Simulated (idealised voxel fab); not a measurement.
process module | voxel transistor to metal
cross-section cut | 155 nm wide | cells 5 nm
A cross-section is a grid of square cells, given in bands from the top down. A band is one or more rows of cells.
Each band's line starts with the height of the band's top and of its bottom, in nm. Then come its materials from left to right, each with its width in nm. One material with "throughout" fills the band from edge to edge. "air" is empty space.
Height 0 is the level under which the wafer as received is all one material. The lowest band goes on downwards, as in "0 down".
A width such as "30 to 40" changes by the same amount from each row of cells to the next, from the band's top row to its bottom row.
"no change" after a step means that no cell of the cross-section changed.
closed voids: empty space of 8 cells or more with no open way to the top, each as width x height at its distance from the left edge, in nm
after a step's settings: what the simulator itself notes on the step
overlay nm, on a step with a mask: how far to the right of its planned place the mask lay; to the left if negative
plan
1 op RECEIVE | material Si
2 op CONFORMAL_DEP | material SiO2 | thk nm 5
3 op CONFORMAL_DEP | material SiN | thk nm 15
4 op PATTERN | tone cover | mask id ACTIVE | material resist | width nm 105 | thk nm 15 | overlay nm 0
5 op DIRECTIONAL_ETCH | etch materials SiN | depth nm 15
6 op DIRECTIONAL_ETCH | etch materials SiO2 | depth nm 5
7 op DIRECTIONAL_ETCH | etch materials Si | depth nm 20
8 op STRIP | etch materials resist
9 op OXIDIZE | depth nm 5
10 op FILL_DEP | material SiO2 | thk nm 15
11 op CMP | height nm 20
12 op SELECTIVE_ETCH | etch materials SiO2 | depth nm 15
13 op STRIP | etch materials SiN
14 op SELECTIVE_ETCH | etch materials SiO2 | depth nm 5
15 op OXIDIZE | depth nm 5
16 op DIRECTIONAL_DEP | material polySi | thk nm 30
17 op DIRECTIONAL_DEP | material SiCN | thk nm 10
18 op DIRECTIONAL_DEP | material aC | thk nm 10
19 op PATTERN | tone cover | mask id GATE | material resist | width nm 25 | thk nm 30 | overlay nm 0
20 op DIRECTIONAL_ETCH | etch materials aC | depth nm 10
21 op STRIP | etch materials resist
22 op DIRECTIONAL_ETCH | etch materials SiCN | depth nm 20
23 op DIRECTIONAL_ETCH | etch materials polySi | depth nm 40
24 op STRIP | etch materials aC
25 op CONFORMAL_DEP | material SiO2 | thk nm 5
26 op DIRECTIONAL_ETCH | etch materials SiO2 | depth nm 5
27 op CONFORMAL_DEP | material SiN | thk nm 10
28 op DIRECTIONAL_ETCH | etch materials SiN | depth nm 10
29 op DIRECTIONAL_ETCH | etch materials SiO2 | depth nm 5
30 op DIRECTIONAL_ETCH | etch materials Si | depth nm 15
31 op EPI | material nSi | thk nm 15
32 op FILL_DEP | material SiO2 | thk nm 10
33 op CMP | height nm 40
34 op DIRECTIONAL_DEP | material SiO2 | thk nm 15
35 op PATTERN | tone open | mask id CONTACT | material resist | width nm 30 | pitch nm 65 | thk nm 20 | overlay nm 0
36 op DIRECTIONAL_ETCH | etch materials SiO2 | depth nm 60
37 op STRIP | etch materials resist
38 op CONFORMAL_DEP | material TiN | thk nm 5
39 op FILL_DEP | material Ru | thk nm 5
40 op CMP | height nm 55
41 op CONFORMAL_DEP | material SiCN | thk nm 5
42 op DIRECTIONAL_DEP | material SiO2 | thk nm 25
43 op MASKED_ETCH | tone open | mask id METAL_1 | width nm 20 | pitch nm 75 | etch materials SiO2 | depth nm 25 | overlay nm 0
44 op MASKED_ETCH | tone open | mask id METAL_1 | width nm 20 | pitch nm 75 | etch materials SiCN | depth nm 5 | overlay nm 0
45 op CONFORMAL_DEP | material TiN | thk nm 5
46 op FILL_DEP | material Cu | thk nm 5
47 op CMP | height nm 85
48 op CONFORMAL_DEP | material SiN | thk nm 5
first wafer, as planned
as received, after step 1
  0 down: Si throughout
  closed voids: none
after step 2
  5 to 0: SiO2 throughout
  below 0: unchanged
after step 3
  20 to 5: SiN throughout
  below 5: unchanged
after step 4
  35 to 20: air 25 | resist 105 | air 25
  below 20: unchanged
after step 5
  35 to 20: air 25 | resist 105 | air 25
  20 to 5: air 25 | SiN 105 | air 25
  below 5: unchanged
after step 6
  35 to 20: air 25 | resist 105 | air 25
  20 to 5: air 25 | SiN 105 | air 25
  5 to 0: air 25 | SiO2 105 | air 25
  below 0: unchanged
after step 7
  35 to 20: air 25 | resist 105 | air 25
  20 to 5: air 25 | SiN 105 | air 25
  5 to 0: air 25 | SiO2 105 | air 25
  0 to -20: air 25 | Si 105 | air 25
  below -20: unchanged
after step 8
  20 to 5: air 25 | SiN 105 | air 25
  below 5: unchanged
after step 9
  20 to 5: air 25 | SiN 105 | air 25
  5 to 0: air 25 | SiO2 105 | air 25
  0 to -20: air 25 | SiO2 5 | Si 95 | SiO2 5 | air 25
  -20 to -25: SiO2 30 | Si 95 | SiO2 30
  below -25: unchanged
after step 10
  35 to 20: SiO2 throughout
  20 to 5: SiO2 25 | SiN 105 | SiO2 25
  5 to 0: SiO2 throughout
  0 to -25: SiO2 30 | Si 95 | SiO2 30
  below -25: unchanged
after step 11
  20 to 5: SiO2 25 | SiN 105 | SiO2 25
  below 5: unchanged
after step 12
  20 to 5: air 25 | SiN 105 | air 25
  below 5: unchanged
after step 13
  5 to 0: SiO2 throughout
  below 0: unchanged
after step 14
  0 to -25: SiO2 30 | Si 95 | SiO2 30
  below -25: unchanged
after step 15
  0 to -5: SiO2 throughout
  below -5: unchanged
after step 16
  30 to 0: polySi throughout
  below 0: unchanged
after step 17
  40 to 30: SiCN throughout
  below 30: unchanged
after step 18
  50 to 40: aC throughout
  below 40: unchanged
after step 19
  80 to 50: air 65 | resist 25 | air 65
  below 50: unchanged
after step 20
  70 to 50: air 65 | resist 25 | air 65
  50 to 40: air 65 | aC 25 | air 65
  below 40: unchanged
after step 21
  50 to 40: air 65 | aC 25 | air 65
  below 40: unchanged
after step 22
  50 to 40: air 65 | aC 25 | air 65
  40 to 30: air 65 | SiCN 25 | air 65
  below 30: unchanged
after step 23
  50 to 40: air 65 | aC 25 | air 65
  40 to 30: air 65 | SiCN 25 | air 65
  30 to 0: air 65 | polySi 25 | air 65
  below 0: unchanged
after step 24
  40 to 30: air 65 | SiCN 25 | air 65
  below 30: unchanged
after step 25
  45 to 40: air 60 | SiO2 35 | air 60
  40 to 30: air 60 | SiO2 5 | SiCN 25 | SiO2 5 | air 60
  30 to 5: air 60 | SiO2 5 | polySi 25 | SiO2 5 | air 60
  5 to 0: SiO2 65 | polySi 25 | SiO2 65
  below 0: unchanged
after step 26
  40 to 30: air 60 | SiO2 5 | SiCN 25 | SiO2 5 | air 60
  30 to 0: air 60 | SiO2 5 | polySi 25 | SiO2 5 | air 60
  below 0: unchanged
after step 27
  50 to 40: air 50 | SiN 55 | air 50
  40 to 30: air 50 | SiN 10 | SiO2 5 | SiCN 25 | SiO2 5 | SiN 10 | air 50
  30 to 10: air 50 | SiN 10 | SiO2 5 | polySi 25 | SiO2 5 | SiN 10 | air 50
  10 to 0: SiN 60 | SiO2 5 | polySi 25 | SiO2 5 | SiN 60
  below 0: unchanged
after step 28
  40 to 30: air 50 | SiN 10 | SiO2 5 | SiCN 25 | SiO2 5 | SiN 10 | air 50
  30 to 0: air 50 | SiN 10 | SiO2 5 | polySi 25 | SiO2 5 | SiN 10 | air 50
  below 0: unchanged
after step 29
  40 to 35: air 50 | SiN 10 | air 5 | SiCN 25 | air 5 | SiN 10 | air 50
  35 to 30: air 50 | SiN 10 | SiO2 5 | SiCN 25 | SiO2 5 | SiN 10 | air 50
  30 to 0: air 50 | SiN 10 | SiO2 5 | polySi 25 | SiO2 5 | SiN 10 | air 50
  0 to -5: air 50 | SiO2 55 | air 50
  below -5: unchanged
after step 30
  40 to 35: air 50 | SiN 10 | air 5 | SiCN 25 | air 5 | SiN 10 | air 50
  35 to 30: air 50 | SiN 10 | SiO2 5 | SiCN 25 | SiO2 5 | SiN 10 | air 50
  30 to 0: air 50 | SiN 10 | SiO2 5 | polySi 25 | SiO2 5 | SiN 10 | air 50
  0 to -5: air 50 | SiO2 55 | air 50
  -5 to -20: SiO2 30 | air 20 | Si 55 | air 20 | SiO2 30
  below -20: unchanged
after step 31
  40 to 35: air 50 | SiN 10 | air 5 | SiCN 25 | air 5 | SiN 10 | air 50
  35 to 30: air 50 | SiN 10 | SiO2 5 | SiCN 25 | SiO2 5 | SiN 10 | air 50
  30 to 10: air 50 | SiN 10 | SiO2 5 | polySi 25 | SiO2 5 | SiN 10 | air 50
  10 to 0: air 35 | nSi 15 | SiN 10 | SiO2 5 | polySi 25 | SiO2 5 | SiN 10 | nSi 15 | air 35
  0 to -5: air 35 | nSi 15 | SiO2 55 | nSi 15 | air 35
  -5 to -20: SiO2 30 | nSi 20 | Si 55 | nSi 20 | SiO2 30
  below -20: unchanged
after step 32
  50 to 40: SiO2 throughout
  40 to 30: SiO2 50 | SiN 10 | SiO2 5 | SiCN 25 | SiO2 5 | SiN 10 | SiO2 50
  30 to 10: SiO2 50 | SiN 10 | SiO2 5 | polySi 25 | SiO2 5 | SiN 10 | SiO2 50
  10 to 0: SiO2 35 | nSi 15 | SiN 10 | SiO2 5 | polySi 25 | SiO2 5 | SiN 10 | nSi 15 | SiO2 35
  0 to -5: SiO2 35 | nSi 15 | SiO2 55 | nSi 15 | SiO2 35
  below -5: unchanged
after step 33
  40 to 30: SiO2 50 | SiN 10 | SiO2 5 | SiCN 25 | SiO2 5 | SiN 10 | SiO2 50
  below 30: unchanged
after step 34
  55 to 40: SiO2 throughout
  below 40: unchanged
after step 35
  75 to 55: resist 30 | air 30 | resist 35 | air 30 | resist 30
  below 55: unchanged
after step 36
  75 to 55: resist 30 | air 30 | resist 35 | air 30 | resist 30
  55 to 40: SiO2 30 | air 30 | SiO2 35 | air 30 | SiO2 30
  40 to 30: SiO2 30 | air 20 | SiN 10 | SiO2 5 | SiCN 25 | SiO2 5 | SiN 10 | air 20 | SiO2 30
  30 to 10: SiO2 30 | air 20 | SiN 10 | SiO2 5 | polySi 25 | SiO2 5 | SiN 10 | air 20 | SiO2 30
  10 to 0: SiO2 30 | air 5 | nSi 15 | SiN 10 | SiO2 5 | polySi 25 | SiO2 5 | SiN 10 | nSi 15 | air 5 | SiO2 30
  0 to -5: SiO2 30 | air 5 | nSi 15 | SiO2 55 | nSi 15 | air 5 | SiO2 30
  below -5: unchanged
after step 37
  55 to 40: SiO2 30 | air 30 | SiO2 35 | air 30 | SiO2 30
  below 40: unchanged
after step 38
  60 to 55: TiN 35 | air 20 | TiN 45 | air 20 | TiN 35
  55 to 45: SiO2 30 | TiN 5 | air 20 | TiN 5 | SiO2 35 | TiN 5 | air 20 | TiN 5 | SiO2 30
  45 to 40: SiO2 30 | TiN 5 | air 10 | TiN 15 | SiO2 35 | TiN 15 | air 10 | TiN 5 | SiO2 30
  40 to 30: SiO2 30 | TiN 5 | air 10 | TiN 5 | SiN 10 | SiO2 5 | SiCN 25 | SiO2 5 | SiN 10 | TiN 5 | air 10 | TiN 5 | SiO2 30
  30 to 15: SiO2 30 | TiN 5 | air 10 | TiN 5 | SiN 10 | SiO2 5 | polySi 25 | SiO2 5 | SiN 10 | TiN 5 | air 10 | TiN 5 | SiO2 30
  15 to 10: SiO2 30 | TiN 20 | SiN 10 | SiO2 5 | polySi 25 | SiO2 5 | SiN 10 | TiN 20 | SiO2 30
  10 to 0: SiO2 30 | TiN 5 | nSi 15 | SiN 10 | SiO2 5 | polySi 25 | SiO2 5 | SiN 10 | nSi 15 | TiN 5 | SiO2 30
  0 to -5: SiO2 30 | TiN 5 | nSi 15 | SiO2 55 | nSi 15 | TiN 5 | SiO2 30
  below -5: unchanged
after step 39
  65 to 60: Ru throughout
  60 to 55: TiN 35 | Ru 20 | TiN 45 | Ru 20 | TiN 35
  55 to 45: SiO2 30 | TiN 5 | Ru 20 | TiN 5 | SiO2 35 | TiN 5 | Ru 20 | TiN 5 | SiO2 30
  45 to 40: SiO2 30 | TiN 5 | Ru 10 | TiN 15 | SiO2 35 | TiN 15 | Ru 10 | TiN 5 | SiO2 30
  40 to 30: SiO2 30 | TiN 5 | Ru 10 | TiN 5 | SiN 10 | SiO2 5 | SiCN 25 | SiO2 5 | SiN 10 | TiN 5 | Ru 10 | TiN 5 | SiO2 30
  30 to 15: SiO2 30 | TiN 5 | Ru 10 | TiN 5 | SiN 10 | SiO2 5 | polySi 25 | SiO2 5 | SiN 10 | TiN 5 | Ru 10 | TiN 5 | SiO2 30
  below 15: unchanged
after step 40
  55 to 45: SiO2 30 | TiN 5 | Ru 20 | TiN 5 | SiO2 35 | TiN 5 | Ru 20 | TiN 5 | SiO2 30
  below 45: unchanged
after step 41
  60 to 55: SiCN throughout
  below 55: unchanged
after step 42
  85 to 60: SiO2 throughout
  below 60: unchanged
after step 43
  85 to 60: SiO2 30 | air 20 | SiO2 55 | air 20 | SiO2 30
  below 60: unchanged
after step 44
  85 to 60: SiO2 30 | air 20 | SiO2 55 | air 20 | SiO2 30
  60 to 55: SiCN 30 | air 20 | SiCN 55 | air 20 | SiCN 30
  below 55: unchanged
after step 45
  90 to 85: TiN 35 | air 10 | TiN 65 | air 10 | TiN 35
  85 to 60: SiO2 30 | TiN 5 | air 10 | TiN 5 | SiO2 55 | TiN 5 | air 10 | TiN 5 | SiO2 30
  60 to 55: SiCN 30 | TiN 20 | SiCN 55 | TiN 20 | SiCN 30
  below 55: unchanged
after step 46
  95 to 90: Cu throughout
  90 to 85: TiN 35 | Cu 10 | TiN 65 | Cu 10 | TiN 35
  85 to 60: SiO2 30 | TiN 5 | Cu 10 | TiN 5 | SiO2 55 | TiN 5 | Cu 10 | TiN 5 | SiO2 30
  below 60: unchanged
after step 47
  85 to 60: SiO2 30 | TiN 5 | Cu 10 | TiN 5 | SiO2 55 | TiN 5 | Cu 10 | TiN 5 | SiO2 30
  below 60: unchanged
after step 48
  90 to 85: SiN throughout
  below 85: unchanged
second wafer: like start, like plan, one mistake. Through step 11 it matches the first wafer
when step 12 should have ended
  20 to 5: air 25 | SiN 105 | air 25
  5 to 0: air 40 | SiO2 75 | air 40
  0 to -10: air 30 | Si 95 | air 30
  below -10: unchanged
when step 13 should have ended
  5 to 0: air 40 | SiO2 75 | air 40
  below 0: unchanged
when step 14 should have ended
  0 to -15: air 30 | Si 95 | air 30
  below -15: unchanged
when step 15 should have ended
  0 to -5: air 30 | SiO2 95 | air 30
  -5 to -15: air 30 | SiO2 5 | Si 85 | SiO2 5 | air 30
  -15 to -25: SiO2 35 to 30 | Si 85 to 95 | SiO2 35 to 30
  below -25: unchanged
when step 16 should have ended
  30 to 15: air 30 | polySi 95 | air 30
  15 to 0: polySi throughout
  0 to -5: polySi 30 | SiO2 95 | polySi 30
  -5 to -15: polySi 30 | SiO2 5 | Si 85 | SiO2 5 | polySi 30
  below -15: unchanged
when step 17 should have ended
  40 to 30: air 30 | SiCN 95 | air 30
  30 to 25: air 30 | polySi 95 | air 30
  25 to 15: SiCN 30 | polySi 95 | SiCN 30
  below 15: unchanged
when step 18 should have ended
  50 to 40: air 30 | aC 95 | air 30
  40 to 35: air 30 | SiCN 95 | air 30
  35 to 30: aC 30 | SiCN 95 | aC 30
  30 to 25: aC 30 | polySi 95 | aC 30
  below 25: unchanged
when step 19 should have ended
  80 to 50: air 65 | resist 25 | air 65
  below 50: unchanged
when step 20 should have ended
  70 to 50: air 65 | resist 25 | air 65
  50 to 40: air 65 | aC 25 | air 65
  40 to 30: air 30 | SiCN 95 | air 30
  30 to 25: air 30 | polySi 95 | air 30
  below 25: unchanged
when step 21 should have ended
  50 to 40: air 65 | aC 25 | air 65
  below 40: unchanged
when step 22 should have ended
  50 to 40: air 65 | aC 25 | air 65
  40 to 30: air 65 | SiCN 25 | air 65
  30 to 15: air 30 | polySi 95 | air 30
  below 15: unchanged
when step 23 should have ended
  50 to 40: air 65 | aC 25 | air 65
  40 to 30: air 65 | SiCN 25 | air 65
  30 to 0: air 65 | polySi 25 | air 65
  0 to -5: air 30 | SiO2 95 | air 30
  -5 to -15: air 30 | SiO2 5 | Si 85 | SiO2 5 | air 30
  below -15: unchanged
when step 24 should have ended
  40 to 30: air 65 | SiCN 25 | air 65
  below 30: unchanged
when step 25 should have ended
  45 to 40: air 60 | SiO2 35 | air 60
  40 to 30: air 60 | SiO2 5 | SiCN 25 | SiO2 5 | air 60
  30 to 5: air 60 | SiO2 5 | polySi 25 | SiO2 5 | air 60
  5 to 0: air 25 | SiO2 40 | polySi 25 | SiO2 40 | air 25
  0 to -5: air 25 | SiO2 105 | air 25
  -5 to -10: air 25 | SiO2 10 | Si 85 | SiO2 10 | air 25
  -10 to -20: SiO2 35 | Si 85 | SiO2 35
  below -20: unchanged
when step 26 should have ended
  40 to 30: air 60 | SiO2 5 | SiCN 25 | SiO2 5 | air 60
  30 to 0: air 60 | SiO2 5 | polySi 25 | SiO2 5 | air 60
  0 to -5: air 25 | SiO2 105 | air 25
  -5 to -15: air 25 | SiO2 10 | Si 85 | SiO2 10 | air 25
  below -15: unchanged
when step 27 should have ended
  50 to 40: air 50 | SiN 55 | air 50
  40 to 30: air 50 | SiN 10 | SiO2 5 | SiCN 25 | SiO2 5 | SiN 10 | air 50
  30 to 10: air 50 | SiN 10 | SiO2 5 | polySi 25 | SiO2 5 | SiN 10 | air 50
  10 to 0: air 15 | SiN 45 | SiO2 5 | polySi 25 | SiO2 5 | SiN 45 | air 15
  0 to -5: air 15 | SiN 10 | SiO2 105 | SiN 10 | air 15
  -5 to -15: SiN 25 | SiO2 10 | Si 85 | SiO2 10 | SiN 25
  below -15: unchanged
when step 28 should have ended
  40 to 30: air 50 | SiN 10 | SiO2 5 | SiCN 25 | SiO2 5 | SiN 10 | air 50
  30 to 0: air 50 | SiN 10 | SiO2 5 | polySi 25 | SiO2 5 | SiN 10 | air 50
  0 to -5: air 15 | SiN 10 | SiO2 105 | SiN 10 | air 15
  -5 to -15: air 15 | SiN 10 | SiO2 10 | Si 85 | SiO2 10 | SiN 10 | air 15
  below -15: unchanged
when step 29 should have ended
  40 to 35: air 50 | SiN 10 | air 5 | SiCN 25 | air 5 | SiN 10 | air 50
  35 to 30: air 50 | SiN 10 | SiO2 5 | SiCN 25 | SiO2 5 | SiN 10 | air 50
  30 to 0: air 50 | SiN 10 | SiO2 5 | polySi 25 | SiO2 5 | SiN 10 | air 50
  0 to -5: air 15 | SiN 10 | air 25 | SiO2 55 | air 25 | SiN 10 | air 15
  -5 to -15: air 15 | SiN 10 | SiO2 10 | Si 85 | SiO2 10 | SiN 10 | air 15
  -15 to -20: air 15 | SiO2 20 | Si 85 | SiO2 20 | air 15
  below -20: unchanged
when step 30 should have ended
  40 to 35: air 50 | SiN 10 | air 5 | SiCN 25 | air 5 | SiN 10 | air 50
  35 to 30: air 50 | SiN 10 | SiO2 5 | SiCN 25 | SiO2 5 | SiN 10 | air 50
  30 to 0: air 50 | SiN 10 | SiO2 5 | polySi 25 | SiO2 5 | SiN 10 | air 50
  0 to -5: air 15 | SiN 10 | air 25 | SiO2 55 | air 25 | SiN 10 | air 15
  -5 to -15: air 15 | SiN 10 | SiO2 10 | air 15 | Si 55 | air 15 | SiO2 10 | SiN 10 | air 15
  -15 to -20: air 15 | SiO2 20 | air 15 | Si 55 | air 15 | SiO2 20 | air 15
  below -20: unchanged
when step 31 should have ended
  40 to 35: air 50 | SiN 10 | air 5 | SiCN 25 | air 5 | SiN 10 | air 50
  35 to 30: air 50 | SiN 10 | SiO2 5 | SiCN 25 | SiO2 5 | SiN 10 | air 50
  30 to 10: air 50 | SiN 10 | SiO2 5 | polySi 25 | SiO2 5 | SiN 10 | air 50
  10 to 0: air 35 | nSi 15 | SiN 10 | SiO2 5 | polySi 25 | SiO2 5 | SiN 10 | nSi 15 | air 35
  0 to -5: air 15 | SiN 10 | air 10 | nSi 15 | SiO2 55 | nSi 15 | air 10 | SiN 10 | air 15
  -5 to -15: air 15 | SiN 10 | SiO2 10 | nSi 15 | Si 55 | nSi 15 | SiO2 10 | SiN 10 | air 15
  -15 to -20: air 15 | SiO2 20 | nSi 15 | Si 55 | nSi 15 | SiO2 20 | air 15
  below -20: unchanged
when step 32 should have ended
  50 to 40: SiO2 throughout
  40 to 30: SiO2 50 | SiN 10 | SiO2 5 | SiCN 25 | SiO2 5 | SiN 10 | SiO2 50
  30 to 10: SiO2 50 | SiN 10 | SiO2 5 | polySi 25 | SiO2 5 | SiN 10 | SiO2 50
  10 to 0: SiO2 35 | nSi 15 | SiN 10 | SiO2 5 | polySi 25 | SiO2 5 | SiN 10 | nSi 15 | SiO2 35
  0 to -5: SiO2 15 | SiN 10 | SiO2 10 | nSi 15 | SiO2 55 | nSi 15 | SiO2 10 | SiN 10 | SiO2 15
  -5 to -15: SiO2 15 | SiN 10 | SiO2 10 | nSi 15 | Si 55 | nSi 15 | SiO2 10 | SiN 10 | SiO2 15
  -15 to -20: SiO2 35 | nSi 15 | Si 55 | nSi 15 | SiO2 35
  below -20: unchanged
when step 33 should have ended
  40 to 30: SiO2 50 | SiN 10 | SiO2 5 | SiCN 25 | SiO2 5 | SiN 10 | SiO2 50
  below 30: unchanged
when step 34 should have ended
  55 to 40: SiO2 throughout
  below 40: unchanged
when step 35 should have ended
  75 to 55: resist 30 | air 30 | resist 35 | air 30 | resist 30
  below 55: unchanged
when step 36 should have ended
  75 to 55: resist 30 | air 30 | resist 35 | air 30 | resist 30
  55 to 40: SiO2 30 | air 30 | SiO2 35 | air 30 | SiO2 30
  40 to 30: SiO2 30 | air 20 | SiN 10 | SiO2 5 | SiCN 25 | SiO2 5 | SiN 10 | air 20 | SiO2 30
  30 to 10: SiO2 30 | air 20 | SiN 10 | SiO2 5 | polySi 25 | SiO2 5 | SiN 10 | air 20 | SiO2 30
  10 to 0: SiO2 30 | air 5 | nSi 15 | SiN 10 | SiO2 5 | polySi 25 | SiO2 5 | SiN 10 | nSi 15 | air 5 | SiO2 30
  0 to -5: SiO2 15 | SiN 10 | SiO2 5 | air 5 | nSi 15 | SiO2 55 | nSi 15 | air 5 | SiO2 5 | SiN 10 | SiO2 15
  below -5: unchanged
when step 37 should have ended
  55 to 40: SiO2 30 | air 30 | SiO2 35 | air 30 | SiO2 30
  below 40: unchanged
when step 38 should have ended
  60 to 55: TiN 35 | air 20 | TiN 45 | air 20 | TiN 35
  55 to 45: SiO2 30 | TiN 5 | air 20 | TiN 5 | SiO2 35 | TiN 5 | air 20 | TiN 5 | SiO2 30
  45 to 40: SiO2 30 | TiN 5 | air 10 | TiN 15 | SiO2 35 | TiN 15 | air 10 | TiN 5 | SiO2 30
  40 to 30: SiO2 30 | TiN 5 | air 10 | TiN 5 | SiN 10 | SiO2 5 | SiCN 25 | SiO2 5 | SiN 10 | TiN 5 | air 10 | TiN 5 | SiO2 30
  30 to 15: SiO2 30 | TiN 5 | air 10 | TiN 5 | SiN 10 | SiO2 5 | polySi 25 | SiO2 5 | SiN 10 | TiN 5 | air 10 | TiN 5 | SiO2 30
  15 to 10: SiO2 30 | TiN 20 | SiN 10 | SiO2 5 | polySi 25 | SiO2 5 | SiN 10 | TiN 20 | SiO2 30
  10 to 0: SiO2 30 | TiN 5 | nSi 15 | SiN 10 | SiO2 5 | polySi 25 | SiO2 5 | SiN 10 | nSi 15 | TiN 5 | SiO2 30
  0 to -5: SiO2 15 | SiN 10 | SiO2 5 | TiN 5 | nSi 15 | SiO2 55 | nSi 15 | TiN 5 | SiO2 5 | SiN 10 | SiO2 15
  below -5: unchanged
when step 39 should have ended
  65 to 60: Ru throughout
  60 to 55: TiN 35 | Ru 20 | TiN 45 | Ru 20 | TiN 35
  55 to 45: SiO2 30 | TiN 5 | Ru 20 | TiN 5 | SiO2 35 | TiN 5 | Ru 20 | TiN 5 | SiO2 30
  45 to 40: SiO2 30 | TiN 5 | Ru 10 | TiN 15 | SiO2 35 | TiN 15 | Ru 10 | TiN 5 | SiO2 30
  40 to 30: SiO2 30 | TiN 5 | Ru 10 | TiN 5 | SiN 10 | SiO2 5 | SiCN 25 | SiO2 5 | SiN 10 | TiN 5 | Ru 10 | TiN 5 | SiO2 30
  30 to 15: SiO2 30 | TiN 5 | Ru 10 | TiN 5 | SiN 10 | SiO2 5 | polySi 25 | SiO2 5 | SiN 10 | TiN 5 | Ru 10 | TiN 5 | SiO2 30
  below 15: unchanged
when step 40 should have ended
  55 to 45: SiO2 30 | TiN 5 | Ru 20 | TiN 5 | SiO2 35 | TiN 5 | Ru 20 | TiN 5 | SiO2 30
  below 45: unchanged
when step 41 should have ended
  60 to 55: SiCN throughout
  below 55: unchanged
when step 42 should have ended
  85 to 60: SiO2 throughout
  below 60: unchanged
when step 43 should have ended
  85 to 60: SiO2 30 | air 20 | SiO2 55 | air 20 | SiO2 30
  below 60: unchanged
when step 44 should have ended
  85 to 60: SiO2 30 | air 20 | SiO2 55 | air 20 | SiO2 30
  60 to 55: SiCN 30 | air 20 | SiCN 55 | air 20 | SiCN 30
  below 55: unchanged
when step 45 should have ended
  90 to 85: TiN 35 | air 10 | TiN 65 | air 10 | TiN 35
  85 to 60: SiO2 30 | TiN 5 | air 10 | TiN 5 | SiO2 55 | TiN 5 | air 10 | TiN 5 | SiO2 30
  60 to 55: SiCN 30 | TiN 20 | SiCN 55 | TiN 20 | SiCN 30
  below 55: unchanged
when step 46 should have ended
  95 to 90: Cu throughout
  90 to 85: TiN 35 | Cu 10 | TiN 65 | Cu 10 | TiN 35
  85 to 60: SiO2 30 | TiN 5 | Cu 10 | TiN 5 | SiO2 55 | TiN 5 | Cu 10 | TiN 5 | SiO2 30
  below 60: unchanged
when step 47 should have ended
  85 to 60: SiO2 30 | TiN 5 | Cu 10 | TiN 5 | SiO2 55 | TiN 5 | Cu 10 | TiN 5 | SiO2 30
  below 60: unchanged
when step 48 should have ended
  90 to 85: SiN throughout
  below 85: unchanged
what went wrong: step 12 was run twice
at the end the second wafer has, in cells: 12 more of SiN | 6 fewer of SiO2 | 6 fewer of nSi
